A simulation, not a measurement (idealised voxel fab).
Module name: voxel air gaps (process module)
Cross-sectional view cut (width: 280 nm; square cell size: 5 nm).
Cross-section, as written here: a square-cell grid given band by band from the top down, where a band holds one or more rows of cells.
For a band, the entry starts with two heights in nm, that of the top and then that of the bottom, and carries on with the band's materials in order from left to right, each alongside its width in nm; the word "edge to edge" beside a single material means it fills the band edge to edge, and "empty" means empty space.
Beneath 0, the wafer as received is one material, and that level is where height counting begins. The lowest band goes on downward without a bottom; it is written like "0 and below".
Think of "30->40" as a width that walks from the first number to the second as you go down the band, top row to bottom row, taking equal-sized steps from row to row.
"nothing altered" (step): cross-section cells unchanged, all of them.
Empty spaces without an open route to the top, at least 8 cells in extent, make up the entry "Closed internal cavities"; each is given as width x height at distance, where the distance is measured from the left edge, and all are in nm.
Whatever follows a step's settings on its line is a remark the simulator itself makes about that step.
The optional step-line setting "overlay nm" applies to steps with a mask and quantifies how far to the right of its planned location the mask lay, a negative value indicating leftward placement.

PLANNED PROCESS STEPS
1 RECEIVE, material Si
2 CONFORMAL_DEP, material SiO2, thk nm 15
3 CONFORMAL_DEP, material SiCN, thk nm 5
4 DIRECTIONAL_DEP, material SiO2, thk nm 30
5 DIRECTIONAL_DEP, material aC, thk nm 10
6 PATTERN, tone open, mask id LINES, material resist, width nm 15, pitch nm 40, thk nm 30, overlay nm 0
7 DIRECTIONAL_ETCH, etch materials aC, depth nm 10
8 STRIP, etch materials resist
9 DIRECTIONAL_ETCH, etch materials SiO2, depth nm 30
10 STRIP, etch materials aC
11 CONFORMAL_DEP, material TiN, thk nm 5
12 FILL_DEP, material Cu, thk nm 5
13 CMP, height nm 50
14 EPI, material Ru, thk nm 10
15 SELECTIVE_ETCH, etch materials SiO2, depth nm 40
16 CONFORMAL_DEP, material SiCN, thk nm 5
The wafers in this document start out alike and differ in the width nm applied at step 6; the plan shows the value used for the first wafer.

THIS IS HOW THE FIRST OF SEVERAL WAFERS LOOKED IN CROSS-SECTION WHEN IT ARRIVED, WHICH IS AFTER STEP 1
    0 and below = Si edge to edge
    Closed internal cavities: none

HERE IS THE CROSS-SECTION OF THE FIRST OF SEVERAL WAFERS AT THE END OF THE MODULE, AFTER ITS LAST STEP, STEP 16
    65 down to 60 = 55 empty | 165 SiCN | 60 empty
    60 down to 50 = 55 empty | 5 SiCN | 35 Ru | 5 SiCN | 35 Ru | 5 SiCN | 35 Ru | 5 SiCN | 35 Ru | 5 SiCN | 60 empty
    50 down to 45 = 55 empty | 15 SiCN | 5 TiN | 5 Cu | 5 TiN | 25 SiCN | 5 TiN | 5 Cu | 5 TiN | 25 SiCN | 5 TiN | 5 Cu | 5 TiN | 25 SiCN | 5 TiN | 5 Cu | 5 TiN | 15 SiCN | 60 empty
    45 down to 25 = 65 empty | 5 SiCN | 5 TiN | 5 Cu | 5 TiN | 5 SiCN | 15 empty | 5 SiCN | 5 TiN | 5 Cu | 5 TiN | 5 SiCN | 15 empty | 5 SiCN | 5 TiN | 5 Cu | 5 TiN | 5 SiCN | 15 empty | 5 SiCN | 5 TiN | 5 Cu | 5 TiN | 5 SiCN | 70 empty
    25 down to 20 = 70 SiCN | 15 TiN | 25 SiCN | 15 TiN | 25 SiCN | 15 TiN | 25 SiCN | 15 TiN | 75 SiCN
    20 down to 15 = SiCN edge to edge
    15 down to 0 = SiO2 edge to edge
    0 and below = Si edge to edge
    Closed internal cavities: 15 x 20 at 90; 15 x 20 at 130; 15 x 20 at 170

SECTIONAL VIEW OF THE LAST WAFER UPON COMPLETION OF THE MODULE
    65 down to 60 = 50 empty | 175 SiCN | 55 empty
    60 down to 50 = 50 empty | 5 SiCN | 165 Ru | 5 SiCN | 55 empty
    50 down to 45 = 50 empty | 15 SiCN | 5 TiN | 15 Cu | 5 TiN | 15 SiO2 | 5 TiN | 15 Cu | 5 TiN | 15 SiO2 | 5 TiN | 15 Cu | 5 TiN | 15 SiO2 | 5 TiN | 15 Cu | 5 TiN | 15 SiCN | 55 empty
    45 down to 25 = 60 empty | 5 SiCN | 5 TiN | 15 Cu | 5 TiN | 15 SiO2 | 5 TiN | 15 Cu | 5 TiN | 15 SiO2 | 5 TiN | 15 Cu | 5 TiN | 15 SiO2 | 5 TiN | 15 Cu | 5 TiN | 5 SiCN | 65 empty
    25 down to 20 = 65 SiCN | 25 TiN | 15 SiO2 | 25 TiN | 15 SiO2 | 25 TiN | 15 SiO2 | 25 TiN | 70 SiCN
    20 down to 15 = SiCN edge to edge
    15 down to 0 = SiO2 edge to edge
    0 and below = Si edge to edge
    Closed internal cavities: none

TABULATED BELOW, WAFER BY WAFER, ARE THE END-OF-MODULE RESULTS: FOR EACH MATERIAL, THE NUMBER OF CELLS GAINED (+) OR LOST (-) RELATIVE TO THE AS-RECEIVED STATE, FOLLOWED BY THE CLOSED VOIDS
width nm 15, +20 Cu, +56 Ru, +196 SiCN, +168 SiO2, +52 TiN, Closed internal cavities: 15 x 20 at 90; 15 x 20 at 130; 15 x 20 at 170
width nm 20, +40 Cu, +64 Ru, +136 SiCN, +240 SiO2, +56 TiN, Closed internal cavities: none
width nm 25, +60 Cu, +66 Ru, +136 SiCN, +222 SiO2, +60 TiN, Closed internal cavities: none
